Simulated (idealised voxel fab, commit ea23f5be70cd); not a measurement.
process module | voxel self aligned vias
cross-section cut | 290 nm wide | cells 5 nm
A cross-section is a grid of square cells, given in bands from the top down. A band is one or more rows of cells.
Each band's line starts with the height of the band's top and of its bottom, in nm. Then come its materials from left to right, each with its width in nm. One material with "throughout" fills the band from edge to edge. "air" is empty space.
Height 0 is the level under which the wafer as received is all one material. The lowest band goes on downwards, as in "0 down".
A width such as "30 to 40" changes by the same amount from each row of cells to the next, from the band's top row to its bottom row.
"no change" after a step means that no cell of the cross-section changed.
closed voids: empty space of 8 cells or more with no open way to the top, each as width x height at its distance from the left edge, in nm
after a step's settings: what the simulator itself notes on the step
overlay nm, on a step with a mask: how far to the right of its planned place the mask lay; to the left if negative
plan
1 op RECEIVE | material Si
2 op CONFORMAL_DEP | material SiO2 | thk nm 15
3 op CONFORMAL_DEP | material SiCN | thk nm 5
4 op DIRECTIONAL_DEP | material SiO2 | thk nm 30
5 op DIRECTIONAL_DEP | material aC | thk nm 15
6 op PATTERN | tone open | mask id LINES | material resist | width nm 30 | pitch nm 70 | thk nm 30 | overlay nm 0
7 op DIRECTIONAL_ETCH | etch materials aC | depth nm 15
8 op STRIP | etch materials resist
9 op DIRECTIONAL_ETCH | etch materials SiO2 | depth nm 30
10 op STRIP | etch materials aC
11 op CONFORMAL_DEP | material TiN | thk nm 5
12 op FILL_DEP | material W | thk nm 10
13 op CMP | height nm 50
14 op SELECTIVE_ETCH | etch materials W Ru TiN | depth nm 10
15 op FILL_DEP | material SiN | thk nm 5
16 op CMP | height nm 50
17 op DIRECTIONAL_DEP | material SiO2 | thk nm 15
18 op DIRECTIONAL_DEP | material aC | thk nm 15
19 op PATTERN | tone open | mask id VIAS | material resist | width nm 50 | pitch nm 70 | thk nm 30 | overlay nm 0
20 op DIRECTIONAL_ETCH | etch materials aC | depth nm 15
21 op STRIP | etch materials resist
22 op DIRECTIONAL_ETCH | etch materials SiO2 | depth nm 15
23 op DIRECTIONAL_ETCH | etch materials SiN | depth nm 10
24 op STRIP | etch materials aC
25 op CONFORMAL_DEP | material TiN | thk nm 5
26 op FILL_DEP | material W | thk nm 5
27 op CMP | height nm 65
28 op CONFORMAL_DEP | material SiCN | thk nm 5
first wafer, as planned
as received, after step 1
  0 down: Si throughout
  closed voids: none
after step 2
  15 to 0: SiO2 throughout
  below 0: unchanged
after step 3
  20 to 15: SiCN throughout
  below 15: unchanged
after step 4
  50 to 20: SiO2 throughout
  below 20: unchanged
after step 5
  65 to 50: aC throughout
  below 50: unchanged
after step 6
  95 to 65: resist 95 | air 30 | resist 40 | air 30 | resist 95
  below 65: unchanged
after step 7
  80 to 65: resist 95 | air 30 | resist 40 | air 30 | resist 95
  65 to 50: aC 95 | air 30 | aC 40 | air 30 | aC 95
  below 50: unchanged
after step 8
  65 to 50: aC 95 | air 30 | aC 40 | air 30 | aC 95
  below 50: unchanged
after step 9
  65 to 50: aC 95 | air 30 | aC 40 | air 30 | aC 95
  50 to 20: SiO2 95 | air 30 | SiO2 40 | air 30 | SiO2 95
  below 20: unchanged
after step 10
  50 to 20: SiO2 95 | air 30 | SiO2 40 | air 30 | SiO2 95
  below 20: unchanged
after step 11
  55 to 50: TiN 100 | air 20 | TiN 50 | air 20 | TiN 100
  50 to 25: SiO2 95 | TiN 5 | air 20 | TiN 5 | SiO2 40 | TiN 5 | air 20 | TiN 5 | SiO2 95
  25 to 20: SiO2 95 | TiN 30 | SiO2 40 | TiN 30 | SiO2 95
  below 20: unchanged
after step 12
  65 to 55: W throughout
  55 to 50: TiN 100 | W 20 | TiN 50 | W 20 | TiN 100
  50 to 25: SiO2 95 | TiN 5 | W 20 | TiN 5 | SiO2 40 | TiN 5 | W 20 | TiN 5 | SiO2 95
  below 25: unchanged
after step 13
  50 to 25: SiO2 95 | TiN 5 | W 20 | TiN 5 | SiO2 40 | TiN 5 | W 20 | TiN 5 | SiO2 95
  below 25: unchanged
after step 14
  50 to 40: SiO2 95 | air 30 | SiO2 40 | air 30 | SiO2 95
  below 40: unchanged
after step 15
  55 to 50: SiN throughout
  50 to 40: SiO2 95 | SiN 30 | SiO2 40 | SiN 30 | SiO2 95
  below 40: unchanged
after step 16
  50 to 40: SiO2 95 | SiN 30 | SiO2 40 | SiN 30 | SiO2 95
  below 40: unchanged
after step 17
  65 to 50: SiO2 throughout
  below 50: unchanged
after step 18
  80 to 65: aC throughout
  below 65: unchanged
after step 19
  110 to 80: resist 85 | air 50 | resist 20 | air 50 | resist 85
  below 80: unchanged
after step 20
  95 to 80: resist 85 | air 50 | resist 20 | air 50 | resist 85
  80 to 65: aC 85 | air 50 | aC 20 | air 50 | aC 85
  below 65: unchanged
after step 21
  80 to 65: aC 85 | air 50 | aC 20 | air 50 | aC 85
  below 65: unchanged
after step 22
  80 to 65: aC 85 | air 50 | aC 20 | air 50 | aC 85
  65 to 50: SiO2 85 | air 50 | SiO2 20 | air 50 | SiO2 85
  below 50: unchanged
after step 23
  80 to 65: aC 85 | air 50 | aC 20 | air 50 | aC 85
  65 to 50: SiO2 85 | air 50 | SiO2 20 | air 50 | SiO2 85
  50 to 40: SiO2 95 | air 30 | SiO2 40 | air 30 | SiO2 95
  below 40: unchanged
after step 24
  65 to 50: SiO2 85 | air 50 | SiO2 20 | air 50 | SiO2 85
  below 50: unchanged
after step 25
  70 to 65: TiN 90 | air 40 | TiN 30 | air 40 | TiN 90
  65 to 55: SiO2 85 | TiN 5 | air 40 | TiN 5 | SiO2 20 | TiN 5 | air 40 | TiN 5 | SiO2 85
  55 to 45: SiO2 85 to 95 | TiN 15 to 5 | air 20 | TiN 15 to 5 | SiO2 20 to 40 | TiN 15 to 5 | air 20 | TiN 15 to 5 | SiO2 85 to 95
  45 to 40: SiO2 95 | TiN 30 | SiO2 40 | TiN 30 | SiO2 95
  below 40: unchanged
after step 26
  75 to 70: W throughout
  70 to 65: TiN 90 | W 40 | TiN 30 | W 40 | TiN 90
  65 to 55: SiO2 85 | TiN 5 | W 40 | TiN 5 | SiO2 20 | TiN 5 | W 40 | TiN 5 | SiO2 85
  55 to 45: SiO2 85 to 95 | TiN 15 to 5 | W 20 | TiN 15 to 5 | SiO2 20 to 40 | TiN 15 to 5 | W 20 | TiN 15 to 5 | SiO2 85 to 95
  below 45: unchanged
after step 27
  65 to 55: SiO2 85 | TiN 5 | W 40 | TiN 5 | SiO2 20 | TiN 5 | W 40 | TiN 5 | SiO2 85
  below 55: unchanged
after step 28
  70 to 65: SiCN throughout
  below 65: unchanged
second wafer: like start, like plan, one mistake. Through step 10 it matches the first wafer
when step 11 should have ended
  55 to 50: SiN 100 | air 20 | SiN 50 | air 20 | SiN 100
  50 to 25: SiO2 95 | SiN 5 | air 20 | SiN 5 | SiO2 40 | SiN 5 | air 20 | SiN 5 | SiO2 95
  25 to 20: SiO2 95 | SiN 30 | SiO2 40 | SiN 30 | SiO2 95
  below 20: unchanged
when step 12 should have ended
  65 to 55: W throughout
  55 to 50: SiN 100 | W 20 | SiN 50 | W 20 | SiN 100
  50 to 25: SiO2 95 | SiN 5 | W 20 | SiN 5 | SiO2 40 | SiN 5 | W 20 | SiN 5 | SiO2 95
  below 25: unchanged
when step 13 should have ended
  50 to 25: SiO2 95 | SiN 5 | W 20 | SiN 5 | SiO2 40 | SiN 5 | W 20 | SiN 5 | SiO2 95
  below 25: unchanged
when step 14 should have ended
  50 to 40: SiO2 95 | SiN 5 | air 20 | SiN 5 | SiO2 40 | SiN 5 | air 20 | SiN 5 | SiO2 95
  below 40: unchanged
when step 15 should have ended
  55 to 50: SiN throughout
  50 to 40: SiO2 95 | SiN 30 | SiO2 40 | SiN 30 | SiO2 95
  below 40: unchanged
when step 16 should have ended
  50 to 40: SiO2 95 | SiN 30 | SiO2 40 | SiN 30 | SiO2 95
  below 40: unchanged
when step 17 should have ended
  65 to 50: SiO2 throughout
  below 50: unchanged
when step 18 should have ended
  80 to 65: aC throughout
  below 65: unchanged
when step 19 should have ended
  110 to 80: resist 85 | air 50 | resist 20 | air 50 | resist 85
  below 80: unchanged
when step 20 should have ended
  95 to 80: resist 85 | air 50 | resist 20 | air 50 | resist 85
  80 to 65: aC 85 | air 50 | aC 20 | air 50 | aC 85
  below 65: unchanged
when step 21 should have ended
  80 to 65: aC 85 | air 50 | aC 20 | air 50 | aC 85
  below 65: unchanged
when step 22 should have ended
  80 to 65: aC 85 | air 50 | aC 20 | air 50 | aC 85
  65 to 50: SiO2 85 | air 50 | SiO2 20 | air 50 | SiO2 85
  below 50: unchanged
when step 23 should have ended
  80 to 65: aC 85 | air 50 | aC 20 | air 50 | aC 85
  65 to 50: SiO2 85 | air 50 | SiO2 20 | air 50 | SiO2 85
  50 to 40: SiO2 95 | air 30 | SiO2 40 | air 30 | SiO2 95
  below 40: unchanged
when step 24 should have ended
  65 to 50: SiO2 85 | air 50 | SiO2 20 | air 50 | SiO2 85
  below 50: unchanged
when step 25 should have ended
  70 to 65: TiN 90 | air 40 | TiN 30 | air 40 | TiN 90
  65 to 55: SiO2 85 | TiN 5 | air 40 | TiN 5 | SiO2 20 | TiN 5 | air 40 | TiN 5 | SiO2 85
  55 to 45: SiO2 85 to 95 | TiN 15 to 5 | air 20 | TiN 15 to 5 | SiO2 20 to 40 | TiN 15 to 5 | air 20 | TiN 15 to 5 | SiO2 85 to 95
  45 to 40: SiO2 95 | TiN 30 | SiO2 40 | TiN 30 | SiO2 95
  below 40: unchanged
when step 26 should have ended
  75 to 70: W throughout
  70 to 65: TiN 90 | W 40 | TiN 30 | W 40 | TiN 90
  65 to 55: SiO2 85 | TiN 5 | W 40 | TiN 5 | SiO2 20 | TiN 5 | W 40 | TiN 5 | SiO2 85
  55 to 45: SiO2 85 to 95 | TiN 15 to 5 | W 20 | TiN 15 to 5 | SiO2 20 to 40 | TiN 15 to 5 | W 20 | TiN 15 to 5 | SiO2 85 to 95
  below 45: unchanged
when step 27 should have ended
  65 to 55: SiO2 85 | TiN 5 | W 40 | TiN 5 | SiO2 20 | TiN 5 | W 40 | TiN 5 | SiO2 85
  below 55: unchanged
when step 28 should have ended
  70 to 65: SiCN throughout
  below 65: unchanged
what went wrong: step 11 ran as: op CONFORMAL_DEP | material SiN | thk nm 5
at the end the second wafer has, in cells: 24 more of SiN | 24 fewer of TiN
